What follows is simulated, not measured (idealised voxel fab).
process module | voxel transistor to metal
cross-section cut | 215 nm wide | cells 5 nm
A cross-section is a grid of square cells, given in bands from the top down. A band is one or more rows of cells.
Each band's line starts with the height of the band's top and of its bottom, in nm. Then come its materials from left to right, each with its width in nm. One material with "throughout" fills the band from edge to edge. "air" is empty space.
Height 0 is the level under which the wafer as received is all one material. The lowest band goes on downwards, as in "0 down".
A width such as "30 to 40" changes by the same amount from each row of cells to the next, from the band's top row to its bottom row.
"no change" after a step means that no cell of the cross-section changed.
closed voids: empty space of 8 cells or more with no open way to the top, each as width x height at its distance from the left edge, in nm
after a step's settings: what the simulator itself notes on the step
overlay nm, on a step with a mask: how far to the right of its planned place the mask lay; to the left if negative
plan
1 op RECEIVE | material Si
2 op CONFORMAL_DEP | material SiO2 | thk nm 5
3 op CONFORMAL_DEP | material SiN | thk nm 15
4 op MASKED_ETCH | tone cover | mask id ACTIVE | width nm 100 | etch materials SiN | depth nm 15 | overlay nm 0
5 op MASKED_ETCH | tone cover | mask id ACTIVE | width nm 100 | etch materials SiO2 | depth nm 5 | overlay nm 0
6 op MASKED_ETCH | tone cover | mask id ACTIVE | width nm 100 | etch materials Si | depth nm 20 | overlay nm 0
7 op OXIDIZE | depth nm 5
8 op FILL_DEP | material SiO2 | thk nm 10
9 op CMP | height nm 20
10 op SELECTIVE_ETCH | etch materials SiO2 | depth nm 10
11 op STRIP | etch materials SiN
12 op SELECTIVE_ETCH | etch materials SiO2 | depth nm 5
13 op OXIDIZE | depth nm 5
14 op DIRECTIONAL_DEP | material polySi | thk nm 30
15 op DIRECTIONAL_DEP | material SiCN | thk nm 15
16 op DIRECTIONAL_DEP | material aC | thk nm 10
17 op PATTERN | tone cover | mask id GATE | material resist | width nm 20 | thk nm 25 | overlay nm 0
18 op DIRECTIONAL_ETCH | etch materials aC | depth nm 10
19 op STRIP | etch materials resist
20 op DIRECTIONAL_ETCH | etch materials SiCN | depth nm 25
21 op DIRECTIONAL_ETCH | etch materials polySi | depth nm 40
22 op STRIP | etch materials aC
23 op CONFORMAL_DEP | material SiO2 | thk nm 5
24 op DIRECTIONAL_ETCH | etch materials SiO2 | depth nm 5
25 op CONFORMAL_DEP | material SiN | thk nm 10
26 op DIRECTIONAL_ETCH | etch materials SiN | depth nm 10
27 op DIRECTIONAL_ETCH | etch materials SiO2 | depth nm 5
28 op EPI | material SiGe | thk nm 5
29 op FILL_DEP | material SiO2 | thk nm 10
30 op CMP | height nm 45
31 op DIRECTIONAL_DEP | material SiO2 | thk nm 15
32 op DIRECTIONAL_DEP | material aC | thk nm 10
33 op PATTERN | tone open | mask id CONTACT | material resist | width nm 30 | pitch nm 60 | thk nm 30 | overlay nm 0
34 op DIRECTIONAL_ETCH | etch materials aC | depth nm 10
35 op STRIP | etch materials resist
36 op DIRECTIONAL_ETCH | etch materials SiO2 | depth nm 60
37 op STRIP | etch materials aC
38 op CONFORMAL_DEP | material TiN | thk nm 5
39 op FILL_DEP | material Ru | thk nm 5
40 op CMP | height nm 60
41 op DIRECTIONAL_DEP | material TiN | thk nm 5
42 op DIRECTIONAL_DEP | material Ru | thk nm 15
43 op MASKED_ETCH | tone cover | mask id METAL_1 | width nm 20 | pitch nm 70 | etch materials Ru | depth nm 15 | overlay nm 0
44 op MASKED_ETCH | tone cover | mask id METAL_1 | width nm 20 | pitch nm 70 | etch materials TiN | depth nm 5 | overlay nm 0
45 op CONFORMAL_DEP | material SiN | thk nm 5
46 op FILL_DEP | material lowk | thk nm 5
47 op CMP | height nm 80
48 op CONFORMAL_DEP | material SiCN | thk nm 5
49 op DIRECTIONAL_DEP | material SiO2 | thk nm 25
50 op MASKED_ETCH | tone open | mask id METAL_2 | width nm 20 | pitch nm 70 | etch materials SiO2 | depth nm 15 | overlay nm 0
51 op MASKED_ETCH | tone open | mask id METAL_2_HOLES | width nm 15 | pitch nm 70 | etch materials SiO2 | depth nm 10 | overlay nm 0
52 op MASKED_ETCH | tone open | mask id METAL_2_HOLES | width nm 15 | pitch nm 70 | etch materials SiCN | depth nm 5 | overlay nm 0
53 op CONFORMAL_DEP | material TiN | thk nm 5
54 op FILL_DEP | material Cu | thk nm 5
55 op CMP | height nm 110
56 op CONFORMAL_DEP | material SiCN | thk nm 5
as received, after step 1
  0 down: Si throughout
  closed voids: none
first wafer at the end, as planned
  115 to 110: SiCN throughout
  110 to 100: SiO2 60 | TiN 5 | Cu 10 | TiN 5 | SiO2 50 | TiN 5 | Cu 10 | TiN 5 | SiO2 65
  100 to 95: SiO2 60 | TiN 5 | Cu 5 | TiN 10 | SiO2 50 | TiN 5 | Cu 5 | TiN 10 | SiO2 65
  95 to 85: SiO2 60 | TiN 5 | Cu 5 | TiN 5 | SiO2 55 | TiN 5 | Cu 5 | TiN 5 | SiO2 70
  85 to 80: SiCN 60 | TiN 15 | SiCN 55 | TiN 15 | SiCN 70
  80 to 65: lowk 55 | SiN 5 | Ru 20 | SiN 5 | lowk 40 | SiN 5 | Ru 20 | SiN 5 | lowk 60
  65 to 60: SiN 60 | TiN 20 | SiN 50 | TiN 20 | SiN 65
  60 to 50: SiO2 60 | TiN 5 | Ru 20 | TiN 5 | SiO2 30 | TiN 5 | Ru 20 | TiN 5 | SiO2 65
  50 to 45: SiO2 60 | TiN 5 | Ru 10 | TiN 15 | SiO2 30 | TiN 15 | Ru 10 | TiN 5 | SiO2 65
  45 to 30: SiO2 60 | TiN 5 | Ru 10 | TiN 5 | SiN 10 | SiO2 5 | SiCN 20 | SiO2 5 | SiN 10 | TiN 5 | Ru 10 | TiN 5 | SiO2 65
  30 to 10: SiO2 60 | TiN 5 | Ru 10 | TiN 5 | SiN 10 | SiO2 5 | polySi 20 | SiO2 5 | SiN 10 | TiN 5 | Ru 10 | TiN 5 | SiO2 65
  10 to 5: SiO2 60 | TiN 10 | Ru 5 | TiN 5 | SiN 10 | SiO2 5 | polySi 20 | SiO2 5 | SiN 10 | TiN 5 | Ru 5 | TiN 10 | SiO2 65
  5 to 0: SiO2 55 | SiN 10 | TiN 15 | SiN 10 | SiO2 5 | polySi 20 | SiO2 5 | SiN 10 | TiN 15 | SiN 10 | SiO2 60
  0 to -5: SiO2 65 | SiGe 15 | SiO2 50 | SiGe 15 | SiO2 70
  -5 to -25: SiO2 60 | Si 90 | SiO2 65
  -25 down: Si throughout
  closed voids: none
second wafer at the end: like start, like plan, one mistake
  115 to 110: SiCN throughout
  110 to 100: SiO2 60 | TiN 5 | Cu 10 | TiN 5 | SiO2 50 | TiN 5 | Cu 10 | TiN 5 | SiO2 65
  100 to 95: SiO2 60 | TiN 5 | Cu 5 | TiN 10 | SiO2 50 | TiN 5 | Cu 5 | TiN 10 | SiO2 65
  95 to 85: SiO2 60 | TiN 5 | Cu 5 | TiN 5 | SiO2 55 | TiN 5 | Cu 5 | TiN 5 | SiO2 70
  85 to 80: SiCN 60 | TiN 15 | SiCN 55 | TiN 15 | SiCN 70
  80 to 65: lowk 55 | SiN 5 | Ru 20 | SiN 5 | lowk 40 | SiN 5 | Ru 20 | SiN 5 | lowk 60
  65 to 60: SiN 60 | TiN 20 | SiN 50 | TiN 20 | SiN 65
  60 to 50: SiO2 60 | TiN 5 | Ru 20 | TiN 5 | SiO2 30 | TiN 5 | Ru 20 | TiN 5 | SiO2 65
  50 to 45: SiO2 60 | TiN 5 | Ru 10 | TiN 15 | SiO2 30 | TiN 15 | Ru 10 | TiN 5 | SiO2 65
  45 to 35: SiO2 60 | TiN 5 | Ru 10 | TiN 5 | SiN 10 | SiO2 5 | SiCN 20 | SiO2 5 | SiN 10 | TiN 5 | Ru 10 | TiN 5 | SiO2 65
  35 to 10: SiO2 60 | TiN 5 | Ru 10 | TiN 5 | SiN 10 | SiO2 5 | polySi 20 | SiO2 5 | SiN 10 | TiN 5 | Ru 10 | TiN 5 | SiO2 65
  10 to 5: SiO2 60 | TiN 20 | SiN 10 | SiO2 5 | polySi 20 | SiO2 5 | SiN 10 | TiN 20 | SiO2 65
  5 to 0: SiO2 45 | SiN 10 | SiO2 5 | SiGe 20 | SiO2 50 | SiGe 20 | SiO2 5 | SiN 10 | SiO2 50
  0 to -5: SiGe 45 | SiO2 20 | Si 80 | SiO2 20 | SiGe 50
  -5 down: Si throughout
  closed voids: none
what went wrong: step 4 ran as: op MASKED_ETCH | tone open | mask id ACTIVE | width nm 100 | etch materials SiN | depth nm 15 | overlay nm 0
at the end the second wafer has, in cells: 2 fewer of Ru | 116 more of Si | 4 fewer of SiCN | 21 more of SiGe | 4 fewer of SiN | 123 fewer of SiO2 | 4 fewer of TiN
